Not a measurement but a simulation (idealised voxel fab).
Process module under the name voxel tone inversion
This is section cut - it's 210 nm across, gridded in 5 nm square cells.
Cross-section, as written here: a square-cell grid given band by band from the top down, where a band holds one or more rows of cells.
Heads up on the band format: heights come first, top then bottom, in nm. After that it's the materials left to right, each with its width in nm. A single material flagged "edge to edge" fills the whole band edge to edge, and "air" means there's empty space there.
A quick word on heights: they are counted from 0, and under that level the wafer as it came to us is one material throughout. The lowest band is different from the rest in having no bottom; it simply continues downward, written as in "top 0, no bottom".
A width given as "30->40" starts at the first number in the band's top row and ends at the second number in its bottom row, shifting by an equal amount at every step from row to row.
Given "stayed the same" for a step, no cell of the cross-section differs between before and after that step.
Closed-off voids of 8+ cells (no open route to the top) go in "Closed internal cavities", written width x height at distance from the left edge, in nm.
That trailing text on a step's line, after the settings, is the simulator's own remark on the step.
"overlay nm" denotes, for a step that has a mask, the displacement of the mask to the right of its planned place, with negative values corresponding to the left.
The following list gives the planned process steps:
1. RECEIVE, material Si
2. CONFORMAL_DEP, material SiN, thk nm 10
3. DIRECTIONAL_DEP, material aC, thk nm 25
4. PATTERN, tone cover, mask id POSTS, material resist, width nm 20, pitch nm 40, thk nm 30, overlay nm 0
5. DIRECTIONAL_ETCH, etch materials aC, depth nm 25
6. STRIP, etch materials resist
7. FILL_DEP, material lowk, thk nm 10
8. CMP, height nm 35
9. STRIP, etch materials aC
10. CONFORMAL_DEP, material TiN, thk nm 5
11. FILL_DEP, material W, thk nm 5
12. CMP, height nm 35
13. CONFORMAL_DEP, material SiCN, thk nm 5
The wafers in this document start out alike and differ in the thk nm applied at step 13; the plan shows the value used for the first wafer.
Cross-sectional view of the first of several wafers in the as-received condition, corresponding to the state following step 1:
> top 0, no bottom: Si edge to edge
> Closed internal cavities: none
Per wafer, end of module: cells gained (+) or lost (-) per material since receipt, then closed voids:
thk nm 5 | +42 SiCN | +84 SiN | +24 TiN | +16 W | +170 lowk | Closed internal cavities: none
thk nm 10 | +84 SiCN | +84 SiN | +24 TiN | +16 W | +170 lowk | Closed internal cavities: none
thk nm 15 | +126 SiCN | +84 SiN | +24 TiN | +16 W | +170 lowk | Closed internal cavities: none
thk nm 20 | +168 SiCN | +84 SiN | +24 TiN | +16 W | +170 lowk | Closed internal cavities: none
